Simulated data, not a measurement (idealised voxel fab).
The following process module bears the name voxel self aligned vias.
Shown is cross-section cut, with a width of 155 nm and square cells of size 5 nm.
Bands, listed from the top down, are how a cross-section gets written in this document; the cross-section itself is a grid of square cells, and a band is one or more rows of them. What a band's entry tells you: where the top is and where the bottom is, as heights in nm, and after that what lies inside, material by material from left to right, each with its width in nm. Empty space is written as the word "air", and a single material marked with the word "all across" occupies the band from edge to edge. Height is counted from the level 0, under which the received wafer is composed throughout of one material. The lowest of the bands is not closed at the bottom but continues downward, in the notation "0 and below". Think of "30->40" as a width that walks from the first number to the second as you go down the band, top row to bottom row, taking equal-sized steps from row to row. Key: "left unchanged" - step with no changed cell in the cross-section. Listed in "Sealed-off cavities": every empty space of 8 or more cells without an open way to the top. Form: width x height at distance, the distance being from the left edge, all in nm. On each step's line, the part that comes after the settings is the simulator's own comment on the step. overlay nm, on a step with a mask: how far to the right of its planned place the mask lay; to the left if negative.
The steps planned for the process are as follows
1. RECEIVE,material Si
2. CONFORMAL_DEP,material SiO2,thk nm 10
3. CONFORMAL_DEP,material SiCN,thk nm 5
4. DIRECTIONAL_DEP,material lowk,thk nm 30
5. MASKED_ETCH,tone open,mask id LINES,width nm 30,pitch nm 65,etch materials lowk,depth nm 30,overlay nm 0
6. CONFORMAL_DEP,material TiN,thk nm 5
7. FILL_DEP,material Ru,thk nm 10
8. CMP,height nm 45
9. SELECTIVE_ETCH,etch materials W Ru TiN,depth nm 5
10. FILL_DEP,material SiN,thk nm 10
11. CMP,height nm 45
12. DIRECTIONAL_DEP,material lowk,thk nm 15
13. PATTERN,tone open,mask id VIAS,material resist,width nm 50,thk nm 15,overlay nm 0
14. DIRECTIONAL_ETCH,etch materials lowk,depth nm 15
15. DIRECTIONAL_ETCH,etch materials SiN,depth nm 5
16. STRIP,etch materials resist
17. CONFORMAL_DEP,material TiN,thk nm 5
18. FILL_DEP,material Cu,thk nm 5
19. CMP,height nm 60
20. CONFORMAL_DEP,material SiCN,thk nm 5
What sets these wafers apart? The thk nm at step 20. They all start alike, and the plan carries the first wafer's value.
first wafer as received, after step 1
0 and below: Si all across
Sealed-off cavities: none
Last step of the module is step 20; after it, the first of several wafers in cross-section
65 down to 60: SiCN all across
60 down to 50: 20 of lowk  5 of TiN  40 of Cu  5 of TiN  85 of lowk
50 down to 45: 20 of lowk  15 of TiN  20 of Cu  15 of TiN  85 of lowk
45 down to 40: 30 of lowk  30 of TiN  35 of lowk  30 of SiN  30 of lowk
40 down to 20: 30 of lowk  5 of TiN  20 of Ru  5 of TiN  35 of lowk  5 of TiN  20 of Ru  5 of TiN  30 of lowk
20 down to 15: 30 of lowk  30 of TiN  35 of lowk  30 of TiN  30 of lowk
15 down to 10: SiCN all across
10 down to 0: SiO2 all across
0 and below: Si all across
Sealed-off cavities: none
X-section, last wafer, module end
80 down to 60: SiCN all across
60 down to 50: 20 of lowk  5 of TiN  40 of Cu  5 of TiN  85 of lowk
50 down to 45: 20 of lowk  15 of TiN  20 of Cu  15 of TiN  85 of lowk
45 down to 40: 30 of lowk  30 of TiN  35 of lowk  30 of SiN  30 of lowk
40 down to 20: 30 of lowk  5 of TiN  20 of Ru  5 of TiN  35 of lowk  5 of TiN  20 of Ru  5 of TiN  30 of lowk
20 down to 15: 30 of lowk  30 of TiN  35 of lowk  30 of TiN  30 of lowk
15 down to 10: SiCN all across
10 down to 0: SiO2 all across
0 and below: Si all across
Sealed-off cavities: none
Where each wafer stands at the end of the module, a row apiece: cells of each material gained (+) or lost (-) since it was received, then closed voids
thk nm 5; +20 Cu; +32 Ru; +62 SiCN; +6 SiN; +62 SiO2; +44 TiN; +177 lowk; Sealed-off cavities: none
thk nm 10; +20 Cu; +32 Ru; +93 SiCN; +6 SiN; +62 SiO2; +44 TiN; +177 lowk; Sealed-off cavities: none
thk nm 15; +20 Cu; +32 Ru; +124 SiCN; +6 SiN; +62 SiO2; +44 TiN; +177 lowk; Sealed-off cavities: none
thk nm 20; +20 Cu; +32 Ru; +155 SiCN; +6 SiN; +62 SiO2; +44 TiN; +177 lowk; Sealed-off cavities: none
